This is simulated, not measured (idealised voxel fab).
process module | voxel tone inversion
cross-section cut | 270 nm wide | cells 5 nm
A cross-section is a grid of square cells, given in bands from the top down. A band is one or more rows of cells.
Each band's line starts with the height of the band's top and of its bottom, in nm. Then come its materials from left to right, each with its width in nm. One material with "throughout" fills the band from edge to edge. "air" is empty space.
Height 0 is the level under which the wafer as received is all one material. The lowest band goes on downwards, as in "0 down".
A width such as "30 to 40" changes by the same amount from each row of cells to the next, from the band's top row to its bottom row.
"no change" after a step means that no cell of the cross-section changed.
closed voids: empty space of 8 cells or more with no open way to the top, each as width x height at its distance from the left edge, in nm
after a step's settings: what the simulator itself notes on the step
overlay nm, on a step with a mask: how far to the right of its planned place the mask lay; to the left if negative
plan
1 op RECEIVE | material Si
2 op CONFORMAL_DEP | material SiCN | thk nm 5
3 op DIRECTIONAL_DEP | material aC | thk nm 15
4 op PATTERN | tone cover | mask id POSTS | material resist | width nm 25 | pitch nm 55 | thk nm 20 | overlay nm 0
5 op DIRECTIONAL_ETCH | etch materials aC | depth nm 15
6 op STRIP | etch materials resist
7 op FILL_DEP | material lowk | thk nm 5
8 op CMP | height nm 20
9 op STRIP | etch materials aC
first wafer, as planned
as received, after step 1
  0 down: Si throughout
  closed voids: none
after step 2
  5 to 0: SiCN throughout
  below 0: unchanged
after step 3
  20 to 5: aC throughout
  below 5: unchanged
after step 4
  40 to 20: air 65 | resist 25 | air 30 | resist 25 | air 30 | resist 25 | air 70
  below 20: unchanged
after step 5
  25 to 20: air 65 | resist 25 | air 30 | resist 25 | air 30 | resist 25 | air 70
  20 to 5: air 65 | aC 25 | air 30 | aC 25 | air 30 | aC 25 | air 70
  below 5: unchanged
after step 6
  20 to 5: air 65 | aC 25 | air 30 | aC 25 | air 30 | aC 25 | air 70
  below 5: unchanged
after step 7
  25 to 20: lowk throughout
  20 to 5: lowk 65 | aC 25 | lowk 30 | aC 25 | lowk 30 | aC 25 | lowk 70
  below 5: unchanged
after step 8
  20 to 5: lowk 65 | aC 25 | lowk 30 | aC 25 | lowk 30 | aC 25 | lowk 70
  below 5: unchanged
after step 9
  20 to 5: lowk 65 | air 25 | lowk 30 | air 25 | lowk 30 | air 25 | lowk 70
  below 5: unchanged
second wafer: like start, like plan, one mistake. Through step 3 it matches the first wafer
when step 4 should have ended
  40 to 20: air 60 | resist 35 | air 20 | resist 35 | air 20 | resist 35 | air 65
  below 20: unchanged
when step 5 should have ended
  25 to 20: air 60 | resist 35 | air 20 | resist 35 | air 20 | resist 35 | air 65
  20 to 5: air 60 | aC 35 | air 20 | aC 35 | air 20 | aC 35 | air 65
  below 5: unchanged
when step 6 should have ended
  20 to 5: air 60 | aC 35 | air 20 | aC 35 | air 20 | aC 35 | air 65
  below 5: unchanged
when step 7 should have ended
  25 to 20: lowk throughout
  20 to 5: lowk 60 | aC 35 | lowk 20 | aC 35 | lowk 20 | aC 35 | lowk 65
  below 5: unchanged
when step 8 should have ended
  20 to 5: lowk 60 | aC 35 | lowk 20 | aC 35 | lowk 20 | aC 35 | lowk 65
  below 5: unchanged
when step 9 should have ended
  20 to 5: lowk 60 | air 35 | lowk 20 | air 35 | lowk 20 | air 35 | lowk 65
  below 5: unchanged
what went wrong: step 4 ran as: op PATTERN | tone cover | mask id POSTS | material resist | width nm 35 | pitch nm 55 | thk nm 20 | overlay nm 0
at the end the second wafer has, in cells: 18 fewer of lowk
